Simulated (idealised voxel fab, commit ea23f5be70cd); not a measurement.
Process module heading - voxel spacer lines
The figure presents cross-section cut, which has a width of 300 nm and is divided into square cells with an edge length of 5 nm.
Cross-section = grid of square cells, listed top down in bands; band = one or more rows. The entry gives the band's vertical extent as a top height and a bottom height in nm, then its horizontal make-up as materials from left to right, each with a width in nm. "air" stands for empty space; a single material marked "full width" fills the band edge to edge. All heights in this document are referenced to 0, defined as the level beneath which the wafer, as received, consists entirely of one material. The lowest band is not bounded below; it extends indefinitely downward and is written in the form "0..down". A width such as "30->40" changes by the same amount from each row of cells to the next, from the band's top row to its bottom row. "remained unchanged" (step): cross-section cells unchanged, all of them. In "Unvented voids" the enclosed voids are listed, meaning empty spaces of 8 cells or larger without any opening to the top. The form is width x height at distance, distance from the left edge, units nm. It should be noted that, on the line of a given step, the content following the step's settings is a remark produced by the simulator itself with respect to that step. The line of a step may include "overlay nm". On a step with a mask, this value is how far to the right of its planned place the mask lay. A negative value means the mask lay to the left. Quick note on how to read the rest: it's all pairs. You get the cross-section before a process step and the one after, but the after one only goes down as far as the lowest band that changed. The step in between, with its settings, sits under the pair. Heads up, the pairs can come from different runs of this module on the same starting wafer, so don't assume a pair picks up from the one above unless its "Ahead of processing" entry says it does.
Ahead of processing
> 0..down | Si full width
> Unvented voids: none
Result of Step
> 10..0 | SiO2 full width
> All layers under 0 are left as they were.
> Unvented voids: none
Link between the two cross-sections above: CONFORMAL_DEP with material SiO2, thk nm 10
Ahead of processing: The prior state of this step coincides with the post-step cross-section of the pair just above.
Result of Step
> 25..10 | polySi full width
> All layers under 10 are left as they were.
> Unvented voids: none
Link between the two cross-sections above: DIRECTIONAL_DEP with material polySi, thk nm 15
Ahead of processing: The prior state of this step coincides with the post-step cross-section of the pair just above.
Result of Step
> 50..25 | aC full width
> All layers under 25 are left as they were.
> Unvented voids: none
Link between the two cross-sections above: DIRECTIONAL_DEP with material aC, thk nm 25
Ahead of processing: The prior state of this step coincides with the post-step cross-section of the pair just above.
Result of Step
> 80..50 | 115 air / 15 resist / 35 air / 15 resist / 120 air
> All layers under 50 are left as they were.
> Unvented voids: none
Link between the two cross-sections above: PATTERN with tone cover, mask id MANDREL, material resist, width nm 15, pitch nm 50, thk nm 30, overlay nm 0
Ahead of processing: The prior state of this step coincides with the post-step cross-section of the pair just above.
Result of Step
> 55..50 | 115 air / 15 resist / 35 air / 15 resist / 120 air
> 50..25 | 115 air / 15 aC / 35 air / 15 aC / 120 air
> All layers under 25 are left as they were.
> Unvented voids: none
Link between the two cross-sections above: DIRECTIONAL_ETCH with etch materials aC, depth nm 25
Ahead of processing: The prior state of this step coincides with the post-step cross-section of the pair just above.
Result of Step
> 50..25 | 115 air / 15 aC / 35 air / 15 aC / 120 air
> All layers under 25 are left as they were.
> Unvented voids: none
Link between the two cross-sections above: STRIP with etch materials resist
Ahead of processing: The prior state of this step coincides with the post-step cross-section of the pair just above.
Result of Step
> 60..50 | 105 air / 35 SiN / 15 air / 35 SiN / 110 air
> 50..35 | 105 air / 10 SiN / 15 aC / 10 SiN / 15 air / 10 SiN / 15 aC / 10 SiN / 110 air
> 35..25 | 115 SiN / 15 aC / 35 SiN / 15 aC / 120 SiN
> All layers under 25 are left as they were.
> Unvented voids: none
Link between the two cross-sections above: CONFORMAL_DEP with material SiN, thk nm 10
Ahead of processing: The prior state of this step coincides with the post-step cross-section of the pair just above.
Result of Step
> 50..25 | 105 air / 10 SiN / 15 aC / 10 SiN / 15 air / 10 SiN / 15 aC / 10 SiN / 110 air
> All layers under 25 are left as they were.
> Unvented voids: none
Link between the two cross-sections above: DIRECTIONAL_ETCH with etch materials SiN, depth nm 10
Ahead of processing: The prior state of this step coincides with the post-step cross-section of the pair just above.
Result of Step
> 50..25 | 105 air / 10 SiN / 15 air / 10 SiN / 15 air / 10 SiN / 15 air / 10 SiN / 110 air
> All layers under 25 are left as they were.
> Unvented voids: none
Link between the two cross-sections above: STRIP with etch materials aC
Ahead of processing: The prior state of this step coincides with the post-step cross-section of the pair just above.
Result of Step
> 50..25 | 105 air / 10 SiN / 15 air / 10 SiN / 15 air / 10 SiN / 15 air / 10 SiN / 110 air
> 25..10 | 105 air / 10 polySi / 15 air / 10 polySi / 15 air / 10 polySi / 15 air / 10 polySi / 110 air
> All layers under 10 are left as they were.
> Unvented voids: none
Link between the two cross-sections above: DIRECTIONAL_ETCH with etch materials polySi, depth nm 15
Ahead of processing: The prior state of this step coincides with the post-step cross-section of the pair just above.
Result of Step
> 25..10 | 105 air / 10 polySi / 15 air / 10 polySi / 15 air / 10 polySi / 15 air / 10 polySi / 110 air
> All layers under 10 are left as they were.
> Unvented voids: none
Link between the two cross-sections above: STRIP with etch materials SiN
Ahead of processing: The prior state of this step coincides with the post-step cross-section of the pair just above.
Result of Step
> 30..25 | lowk full width
> 25..10 | 105 lowk / 10 polySi / 15 lowk / 10 polySi / 15 lowk / 10 polySi / 15 lowk / 10 polySi / 110 lowk
> All layers under 10 are left as they were.
> Unvented voids: none
Link between the two cross-sections above: FILL_DEP with material lowk, thk nm 5
Ahead of processing: The prior state of this step coincides with the post-step cross-section of the pair just above.
Result of Step
> 25..10 | 105 lowk / 10 polySi / 15 lowk / 10 polySi / 15 lowk / 10 polySi / 15 lowk / 10 polySi / 110 lowk
> All layers under 10 are left as they were.
> Unvented voids: none
Link between the two cross-sections above: CMP with height nm 25
Ahead of processing
> 50..25 | 105 air / 10 SiN / 15 air / 10 SiN / 15 air / 10 SiN / 15 air / 10 SiN / 110 air
> 25..10 | 105 air / 10 polySi / 15 air / 10 polySi / 15 air / 10 polySi / 15 air / 10 polySi / 110 air
> 10..0 | SiO2 full width
> 0..down | Si full width
> Unvented voids: none
Result of Step
> 55..50 | lowk full width
> 50..25 | 105 lowk / 10 SiN / 15 lowk / 10 SiN / 15 lowk / 10 SiN / 15 lowk / 10 SiN / 110 lowk
> 25..10 | 105 lowk / 10 polySi / 15 lowk / 10 polySi / 15 lowk / 10 polySi / 15 lowk / 10 polySi / 110 lowk
> All layers under 10 are left as they were.
> Unvented voids: none
Link between the two cross-sections above: FILL_DEP with material lowk, thk nm 5
Ahead of processing: The prior state of this step coincides with the post-step cross-section of the pair just above.
Result of Step
> 25..10 | 105 lowk / 10 polySi / 15 lowk / 10 polySi / 15 lowk / 10 polySi / 15 lowk / 10 polySi / 110 lowk
> All layers under 10 are left as they were.
> Unvented voids: none
Link between the two cross-sections above: CMP with height nm 25
Ahead of processing
> 55..50 | 115 air / 15 resist / 35 air / 15 resist / 120 air
> 50..25 | 115 air / 15 aC / 35 air / 15 aC / 120 air
> 25..10 | polySi full width
> 10..0 | SiO2 full width
> 0..down | Si full width
> Unvented voids: none
Result of Step
> 30..25 | 115 air / 15 aC / 35 air / 15 aC / 120 air
> All layers under 25 are left as they were.
> Unvented voids: none
Link between the two cross-sections above: DIRECTIONAL_ETCH with etch materials aC, depth nm 25
Ahead of processing: The prior state of this step coincides with the post-step cross-section of the pair just above.
Result of Step
> 40..35 | 105 air / 35 SiN / 15 air / 35 SiN / 110 air
> 35..30 | SiN full width
> 30..25 | 115 SiN / 15 aC / 35 SiN / 15 aC / 120 SiN
> All layers under 25 are left as they were.
> Unvented voids: none
Link between the two cross-sections above: CONFORMAL_DEP with material SiN, thk nm 10
Ahead of processing: The prior state of this step coincides with the post-step cross-section of the pair just above.
Result of Step
> 30..25 | 105 air / 10 SiN / 15 aC / 10 SiN / 15 air / 10 SiN / 15 aC / 10 SiN / 110 air
> All layers under 25 are left as they were.
> Unvented voids: none
Link between the two cross-sections above: DIRECTIONAL_ETCH with etch materials SiN, depth nm 10
Ahead of processing: The prior state of this step coincides with the post-step cross-section of the pair just above.
Result of Step
> 30..25 | 105 air / 10 SiN / 15 air / 10 SiN / 15 air / 10 SiN / 15 air / 10 SiN / 110 air
> All layers under 25 are left as they were.
> Unvented voids: none
Link between the two cross-sections above: STRIP with etch materials aC
Ahead of processing: The prior state of this step coincides with the post-step cross-section of the pair just above.
Result of Step
> 30..25 | 105 air / 10 SiN / 15 air / 10 SiN / 15 air / 10 SiN / 15 air / 10 SiN / 110 air
> 25..10 | 105 air / 10 polySi / 15 air / 10 polySi / 15 air / 10 polySi / 15 air / 10 polySi / 110 air
> All layers under 10 are left as they were.
> Unvented voids: none
Link between the two cross-sections above: DIRECTIONAL_ETCH with etch materials polySi, depth nm 15
Ahead of processing: The prior state of this step coincides with the post-step cross-section of the pair just above.
Result of Step
> 25..10 | 105 air / 10 polySi / 15 air / 10 polySi / 15 air / 10 polySi / 15 air / 10 polySi / 110 air
> All layers under 10 are left as they were.
> Unvented voids: none
Link between the two cross-sections above: STRIP with etch materials SiN
Ahead of processing
> 10..0 | SiO2 full width
> 0..down | Si full width
> Unvented voids: none
Result of Step
> 35..10 | aC full width
> All layers under 10 are left as they were.
> Unvented voids: none
Link between the two cross-sections above: DIRECTIONAL_DEP with material aC, thk nm 25
Ahead of processing: The prior state of this step coincides with the post-step cross-section of the pair just above.
Result of Step
> 50..35 | polySi full width
> All layers under 35 are left as they were.
> Unvented voids: none
Link between the two cross-sections above: DIRECTIONAL_DEP with material polySi, thk nm 15
Ahead of processing: The prior state of this step coincides with the post-step cross-section of the pair just above.
Result of Step
> 80..50 | 115 air / 15 resist / 35 air / 15 resist / 120 air
> All layers under 50 are left as they were.
> Unvented voids: none
Link between the two cross-sections above: PATTERN with tone cover, mask id MANDREL, material resist, width nm 15, pitch nm 50, thk nm 30, overlay nm 0
Ahead of processing: The prior state of this step coincides with the post-step cross-section of the pair just above.
Result of Step
> 55..50 | 115 air / 15 resist / 35 air / 15 resist / 120 air
> All layers under 50 are left as they were.
> Unvented voids: none
Link between the two cross-sections above: DIRECTIONAL_ETCH with etch materials aC, depth nm 25
Ahead of processing: The prior state of this step coincides with the post-step cross-section of the pair just above.
Result of Step
> 50..35 | polySi full width
> All layers under 35 are left as they were.
> Unvented voids: none
Link between the two cross-sections above: STRIP with etch materials resist
Ahead of processing: The prior state of this step coincides with the post-step cross-section of the pair just above.
Result of Step
> 60..50 | SiN full width
> All layers under 50 are left as they were.
> Unvented voids: none
Link between the two cross-sections above: CONFORMAL_DEP with material SiN, thk nm 10
Ahead of processing: The prior state of this step coincides with the post-step cross-section of the pair just above.
Result of Step
> 50..35 | polySi full width
> All layers under 35 are left as they were.
> Unvented voids: none
Link between the two cross-sections above: DIRECTIONAL_ETCH with etch materials SiN, depth nm 10
Ahead of processing: The prior state of this step coincides with the post-step cross-section of the pair just above.
Result of Step
> 35..10 | aC full width
> All layers under 10 are left as they were.
> Unvented voids: none
Link between the two cross-sections above: DIRECTIONAL_ETCH with etch materials polySi, depth nm 15
Ahead of processing: The prior state of this step coincides with the post-step cross-section of the pair just above.
Result of Step
> 40..35 | lowk full width
> All layers under 35 are left as they were.
> Unvented voids: none
Link between the two cross-sections above: FILL_DEP with material lowk, thk nm 5
Ahead of processing: The prior state of this step coincides with the post-step cross-section of the pair just above.
Result of Step
> 25..10 | aC full width
> All layers under 10 are left as they were.
> Unvented voids: none
Link between the two cross-sections above: CMP with height nm 25
Ahead of processing
> 0..down | Si full width
> Unvented voids: none
Result of Step
> 5..0 | SiO2 full width
> All layers under 0 are left as they were.
> Unvented voids: none
Link between the two cross-sections above: CONFORMAL_DEP with material SiO2, thk nm 5
Ahead of processing: The prior state of this step coincides with the post-step cross-section of the pair just above.
Result of Step
> 20..5 | polySi full width
> All layers under 5 are left as they were.
> Unvented voids: none
Link between the two cross-sections above: DIRECTIONAL_DEP with material polySi, thk nm 15
Ahead of processing: The prior state of this step coincides with the post-step cross-section of the pair just above.
Result of Step
> 45..20 | aC full width
> All layers under 20 are left as they were.
> Unvented voids: none
Link between the two cross-sections above: DIRECTIONAL_DEP with material aC, thk nm 25
Ahead of processing: The prior state of this step coincides with the post-step cross-section of the pair just above.
Result of Step
> 75..45 | 115 air / 15 resist / 35 air / 15 resist / 120 air
> All layers under 45 are left as they were.
> Unvented voids: none
Link between the two cross-sections above: PATTERN with tone cover, mask id MANDREL, material resist, width nm 15, pitch nm 50, thk nm 30, overlay nm 0
Ahead of processing: The prior state of this step coincides with the post-step cross-section of the pair just above.
Result of Step
> 50..45 | 115 air / 15 resist / 35 air / 15 resist / 120 air
> 45..20 | 115 air / 15 aC / 35 air / 15 aC / 120 air
> All layers under 20 are left as they were.
> Unvented voids: none
Link between the two cross-sections above: DIRECTIONAL_ETCH with etch materials aC, depth nm 25
Ahead of processing: The prior state of this step coincides with the post-step cross-section of the pair just above.
Result of Step
> 45..20 | 115 air / 15 aC / 35 air / 15 aC / 120 air
> All layers under 20 are left as they were.
> Unvented voids: none
Link between the two cross-sections above: STRIP with etch materials resist
Ahead of processing: The prior state of this step coincides with the post-step cross-section of the pair just above.
Result of Step
> 55..45 | 105 air / 35 SiN / 15 air / 35 SiN / 110 air
> 45..30 | 105 air / 10 SiN / 15 aC / 10 SiN / 15 air / 10 SiN / 15 aC / 10 SiN / 110 air
> 30..20 | 115 SiN / 15 aC / 35 SiN / 15 aC / 120 SiN
> All layers under 20 are left as they were.
> Unvented voids: none
Link between the two cross-sections above: CONFORMAL_DEP with material SiN, thk nm 10
Ahead of processing: The prior state of this step coincides with the post-step cross-section of the pair just above.
Result of Step
> 45..20 | 105 air / 10 SiN / 15 aC / 10 SiN / 15 air / 10 SiN / 15 aC / 10 SiN / 110 air
> All layers under 20 are left as they were.
> Unvented voids: none
Link between the two cross-sections above: DIRECTIONAL_ETCH with etch materials SiN, depth nm 10
Ahead of processing: The prior state of this step coincides with the post-step cross-section of the pair just above.
Result of Step
> 45..20 | 105 air / 10 SiN / 15 air / 10 SiN / 15 air / 10 SiN / 15 air / 10 SiN / 110 air
> All layers under 20 are left as they were.
> Unvented voids: none
Link between the two cross-sections above: STRIP with etch materials aC
Ahead of processing: The prior state of this step coincides with the post-step cross-section of the pair just above.
Result of Step
> 45..20 | 105 air / 10 SiN / 15 air / 10 SiN / 15 air / 10 SiN / 15 air / 10 SiN / 110 air
> 20..5 | 105 air / 10 polySi / 15 air / 10 polySi / 15 air / 10 polySi / 15 air / 10 polySi / 110 air
> All layers under 5 are left as they were.
> Unvented voids: none
Link between the two cross-sections above: DIRECTIONAL_ETCH with etch materials polySi, depth nm 15
Ahead of processing: The prior state of this step coincides with the post-step cross-section of the pair just above.
Result of Step
> 20..5 | 105 air / 10 polySi / 15 air / 10 polySi / 15 air / 10 polySi / 15 air / 10 polySi / 110 air
> All layers under 5 are left as they were.
> Unvented voids: none
Link between the two cross-sections above: STRIP with etch materials SiN
Ahead of processing: The prior state of this step coincides with the post-step cross-section of the pair just above.
Result of Step
> 25..20 | lowk full width
> 20..5 | 105 lowk / 10 polySi / 15 lowk / 10 polySi / 15 lowk / 10 polySi / 15 lowk / 10 polySi / 110 lowk
> All layers under 5 are left as they were.
> Unvented voids: none
Link between the two cross-sections above: FILL_DEP with material lowk, thk nm 5
Ahead of processing
> 50..25 | aC full width
> 25..10 | polySi full width
> 10..0 | SiO2 full width
> 0..down | Si full width
> Unvented voids: none
Result of Step
> 80..50 | 115 air / 20 resist / 30 air / 20 resist / 115 air
> All layers under 50 are left as they were.
> Unvented voids: none
Link between the two cross-sections above: PATTERN with tone cover, mask id MANDREL, material resist, width nm 20, pitch nm 50, thk nm 30, overlay nm 0
Ahead of processing: The prior state of this step coincides with the post-step cross-section of the pair just above.
Result of Step
> 55..50 | 115 air / 20 resist / 30 air / 20 resist / 115 air
> 50..25 | 115 air / 20 aC / 30 air / 20 aC / 115 air
> All layers under 25 are left as they were.
> Unvented voids: none
Link between the two cross-sections above: DIRECTIONAL_ETCH with etch materials aC, depth nm 25
Ahead of processing: The prior state of this step coincides with the post-step cross-section of the pair just above.
Result of Step
> 50..25 | 115 air / 20 aC / 30 air / 20 aC / 115 air
> All layers under 25 are left as they were.
> Unvented voids: none
Link between the two cross-sections above: STRIP with etch materials resist
Ahead of processing: The prior state of this step coincides with the post-step cross-section of the pair just above.
Result of Step
> 60..50 | 105 air / 40 SiN / 10 air / 40 SiN / 105 air
> 50..35 | 105 air / 10 SiN / 20 aC / 10 SiN / 10 air / 10 SiN / 20 aC / 10 SiN / 105 air
> 35..25 | 115 SiN / 20 aC / 30 SiN / 20 aC / 115 SiN
> All layers under 25 are left as they were.
> Unvented voids: none
Link between the two cross-sections above: CONFORMAL_DEP with material SiN, thk nm 10
Ahead of processing: The prior state of this step coincides with the post-step cross-section of the pair just above.
Result of Step
> 50..25 | 105 air / 10 SiN / 20 aC / 10 SiN / 10 air / 10 SiN / 20 aC / 10 SiN / 105 air
> All layers under 25 are left as they were.
> Unvented voids: none
Link between the two cross-sections above: DIRECTIONAL_ETCH with etch materials SiN, depth nm 10
Ahead of processing: The prior state of this step coincides with the post-step cross-section of the pair just above.
Result of Step
> 50..25 | 105 air / 10 SiN / 20 air / 10 SiN / 10 air / 10 SiN / 20 air / 10 SiN / 105 air
> All layers under 25 are left as they were.
> Unvented voids: none
Link between the two cross-sections above: STRIP with etch materials aC
Ahead of processing: The prior state of this step coincides with the post-step cross-section of the pair just above.
Result of Step
> 50..25 | 105 air / 10 SiN / 20 air / 10 SiN / 10 air / 10 SiN / 20 air / 10 SiN / 105 air
> 25..10 | 105 air / 10 polySi / 20 air / 10 polySi / 10 air / 10 polySi / 20 air / 10 polySi / 105 air
> All layers under 10 are left as they were.
> Unvented voids: none
Link between the two cross-sections above: DIRECTIONAL_ETCH with etch materials polySi, depth nm 15
Ahead of processing: The prior state of this step coincides with the post-step cross-section of the pair just above.
Result of Step
> 25..10 | 105 air / 10 polySi / 20 air / 10 polySi / 10 air / 10 polySi / 20 air / 10 polySi / 105 air
> All layers under 10 are left as they were.
> Unvented voids: none
Link between the two cross-sections above: STRIP with etch materials SiN
Ahead of processing: The prior state of this step coincides with the post-step cross-section of the pair just above.
Result of Step
> 30..25 | lowk full width
> 25..10 | 105 lowk / 10 polySi / 20 lowk / 10 polySi / 10 lowk / 10 polySi / 20 lowk / 10 polySi / 105 lowk
> All layers under 10 are left as they were.
> Unvented voids: none
Link between the two cross-sections above: FILL_DEP with material lowk, thk nm 5
Ahead of processing: The prior state of this step coincides with the post-step cross-section of the pair just above.
Result of Step
> 25..10 | 105 lowk / 10 polySi / 20 lowk / 10 polySi / 10 lowk / 10 polySi / 20 lowk / 10 polySi / 105 lowk
> All layers under 10 are left as they were.
> Unvented voids: none
Link between the two cross-sections above: CMP with height nm 25
Ahead of processing
> 50..25 | aC full width
> 25..10 | polySi full width
> 10..0 | SiO2 full width
> 0..down | Si full width
> Unvented voids: none
Result of Step
> 80..50 | 120 air / 15 resist / 35 air / 15 resist / 115 air
> All layers under 50 are left as they were.
> Unvented voids: none
Link between the two cross-sections above: PATTERN with tone cover, mask id MANDREL, material resist, width nm 15, pitch nm 50, thk nm 30, overlay nm 5
Ahead of processing: The prior state of this step coincides with the post-step cross-section of the pair just above.
Result of Step
> 55..50 | 120 air / 15 resist / 35 air / 15 resist / 115 air
> 50..25 | 120 air / 15 aC / 35 air / 15 aC / 115 air
> All layers under 25 are left as they were.
> Unvented voids: none
Link between the two cross-sections above: DIRECTIONAL_ETCH with etch materials aC, depth nm 25
Ahead of processing: The prior state of this step coincides with the post-step cross-section of the pair just above.
Result of Step
> 50..25 | 120 air / 15 aC / 35 air / 15 aC / 115 air
> All layers under 25 are left as they were.
> Unvented voids: none
Link between the two cross-sections above: STRIP with etch materials resist
Ahead of processing: The prior state of this step coincides with the post-step cross-section of the pair just above.
Result of Step
> 60..50 | 110 air / 35 SiN / 15 air / 35 SiN / 105 air
> 50..35 | 110 air / 10 SiN / 15 aC / 10 SiN / 15 air / 10 SiN / 15 aC / 10 SiN / 105 air
> 35..25 | 120 SiN / 15 aC / 35 SiN / 15 aC / 115 SiN
> All layers under 25 are left as they were.
> Unvented voids: none
Link between the two cross-sections above: CONFORMAL_DEP with material SiN, thk nm 10
Ahead of processing: The prior state of this step coincides with the post-step cross-section of the pair just above.
Result of Step
> 50..25 | 110 air / 10 SiN / 15 aC / 10 SiN / 15 air / 10 SiN / 15 aC / 10 SiN / 105 air
> All layers under 25 are left as they were.
> Unvented voids: none
Link between the two cross-sections above: DIRECTIONAL_ETCH with etch materials SiN, depth nm 10
Ahead of processing: The prior state of this step coincides with the post-step cross-section of the pair just above.
Result of Step
> 50..25 | 110 air / 10 SiN / 15 air / 10 SiN / 15 air / 10 SiN / 15 air / 10 SiN / 105 air
> All layers under 25 are left as they were.
> Unvented voids: none
Link between the two cross-sections above: STRIP with etch materials aC
Ahead of processing: The prior state of this step coincides with the post-step cross-section of the pair just above.
Result of Step
> 50..25 | 110 air / 10 SiN / 15 air / 10 SiN / 15 air / 10 SiN / 15 air / 10 SiN / 105 air
> 25..10 | 110 air / 10 polySi / 15 air / 10 polySi / 15 air / 10 polySi / 15 air / 10 polySi / 105 air
> All layers under 10 are left as they were.
> Unvented voids: none
Link between the two cross-sections above: DIRECTIONAL_ETCH with etch materials polySi, depth nm 15
Ahead of processing: The prior state of this step coincides with the post-step cross-section of the pair just above.
Result of Step
> 25..10 | 110 air / 10 polySi / 15 air / 10 polySi / 15 air / 10 polySi / 15 air / 10 polySi / 105 air
> All layers under 10 are left as they were.
> Unvented voids: none
Link between the two cross-sections above: STRIP with etch materials SiN
Ahead of processing: The prior state of this step coincides with the post-step cross-section of the pair just above.
Result of Step
> 30..25 | lowk full width
> 25..10 | 110 lowk / 10 polySi / 15 lowk / 10 polySi / 15 lowk / 10 polySi / 15 lowk / 10 polySi / 105 lowk
> All layers under 10 are left as they were.
> Unvented voids: none
Link between the two cross-sections above: FILL_DEP with material lowk, thk nm 5
Ahead of processing: The prior state of this step coincides with the post-step cross-section of the pair just above.
Result of Step
> 25..10 | 110 lowk / 10 polySi / 15 lowk / 10 polySi / 15 lowk / 10 polySi / 15 lowk / 10 polySi / 105 lowk
> All layers under 10 are left as they were.
> Unvented voids: none
Link between the two cross-sections above: CMP with height nm 25
Ahead of processing
> 0..down | Si full width
> Unvented voids: none
Result of Step
> 10..0 | polySi full width
> All layers under 0 are left as they were.
> Unvented voids: none
Link between the two cross-sections above: CONFORMAL_DEP with material polySi, thk nm 10
Ahead of processing: The prior state of this step coincides with the post-step cross-section of the pair just above.
Result of Step
> 25..0 | polySi full width
> All layers under 0 are left as they were.
> Unvented voids: none
Link between the two cross-sections above: DIRECTIONAL_DEP with material polySi, thk nm 15
Ahead of processing: The prior state of this step coincides with the post-step cross-section of the pair just above.
Result of Step
> 50..25 | aC full width
> All layers under 25 are left as they were.
> Unvented voids: none
Link between the two cross-sections above: DIRECTIONAL_DEP with material aC, thk nm 25
Ahead of processing: The prior state of this step coincides with the post-step cross-section of the pair just above.
Result of Step
> 80..50 | 115 air / 15 resist / 35 air / 15 resist / 120 air
> All layers under 50 are left as they were.
> Unvented voids: none
Link between the two cross-sections above: PATTERN with tone cover, mask id MANDREL, material resist, width nm 15, pitch nm 50, thk nm 30, overlay nm 0
Ahead of processing: The prior state of this step coincides with the post-step cross-section of the pair just above.
Result of Step
> 55..50 | 115 air / 15 resist / 35 air / 15 resist / 120 air
> 50..25 | 115 air / 15 aC / 35 air / 15 aC / 120 air
> All layers under 25 are left as they were.
> Unvented voids: none
Link between the two cross-sections above: DIRECTIONAL_ETCH with etch materials aC, depth nm 25
Ahead of processing: The prior state of this step coincides with the post-step cross-section of the pair just above.
Result of Step
> 50..25 | 115 air / 15 aC / 35 air / 15 aC / 120 air
> All layers under 25 are left as they were.
> Unvented voids: none
Link between the two cross-sections above: STRIP with etch materials resist
Ahead of processing: The prior state of this step coincides with the post-step cross-section of the pair just above.
Result of Step
> 60..50 | 105 air / 35 SiN / 15 air / 35 SiN / 110 air
> 50..35 | 105 air / 10 SiN / 15 aC / 10 SiN / 15 air / 10 SiN / 15 aC / 10 SiN / 110 air
> 35..25 | 115 SiN / 15 aC / 35 SiN / 15 aC / 120 SiN
> All layers under 25 are left as they were.
> Unvented voids: none
Link between the two cross-sections above: CONFORMAL_DEP with material SiN, thk nm 10
Ahead of processing: The prior state of this step coincides with the post-step cross-section of the pair just above.
Result of Step
> 50..25 | 105 air / 10 SiN / 15 aC / 10 SiN / 15 air / 10 SiN / 15 aC / 10 SiN / 110 air
> All layers under 25 are left as they were.
> Unvented voids: none
Link between the two cross-sections above: DIRECTIONAL_ETCH with etch materials SiN, depth nm 10
Ahead of processing: The prior state of this step coincides with the post-step cross-section of the pair just above.
Result of Step
> 50..25 | 105 air / 10 SiN / 15 air / 10 SiN / 15 air / 10 SiN / 15 air / 10 SiN / 110 air
> All layers under 25 are left as they were.
> Unvented voids: none
Link between the two cross-sections above: STRIP with etch materials aC
Ahead of processing: The prior state of this step coincides with the post-step cross-section of the pair just above.
Result of Step
> 50..25 | 105 air / 10 SiN / 15 air / 10 SiN / 15 air / 10 SiN / 15 air / 10 SiN / 110 air
> 25..10 | 105 air / 10 polySi / 15 air / 10 polySi / 15 air / 10 polySi / 15 air / 10 polySi / 110 air
> All layers under 10 are left as they were.
> Unvented voids: none
Link between the two cross-sections above: DIRECTIONAL_ETCH with etch materials polySi, depth nm 15
Ahead of processing: The prior state of this step coincides with the post-step cross-section of the pair just above.
Result of Step
> 25..10 | 105 air / 10 polySi / 15 air / 10 polySi / 15 air / 10 polySi / 15 air / 10 polySi / 110 air
> All layers under 10 are left as they were.
> Unvented voids: none
Link between the two cross-sections above: STRIP with etch materials SiN
Ahead of processing: The prior state of this step coincides with the post-step cross-section of the pair just above.
Result of Step
> 30..25 | lowk full width
> 25..10 | 105 lowk / 10 polySi / 15 lowk / 10 polySi / 15 lowk / 10 polySi / 15 lowk / 10 polySi / 110 lowk
> All layers under 10 are left as they were.
> Unvented voids: none
Link between the two cross-sections above: FILL_DEP with material lowk, thk nm 5
Ahead of processing: The prior state of this step coincides with the post-step cross-section of the pair just above.
Result of Step
> 25..10 | 105 lowk / 10 polySi / 15 lowk / 10 polySi / 15 lowk / 10 polySi / 15 lowk / 10 polySi / 110 lowk
> All layers under 10 are left as they were.
> Unvented voids: none
Link between the two cross-sections above: CMP with height nm 25
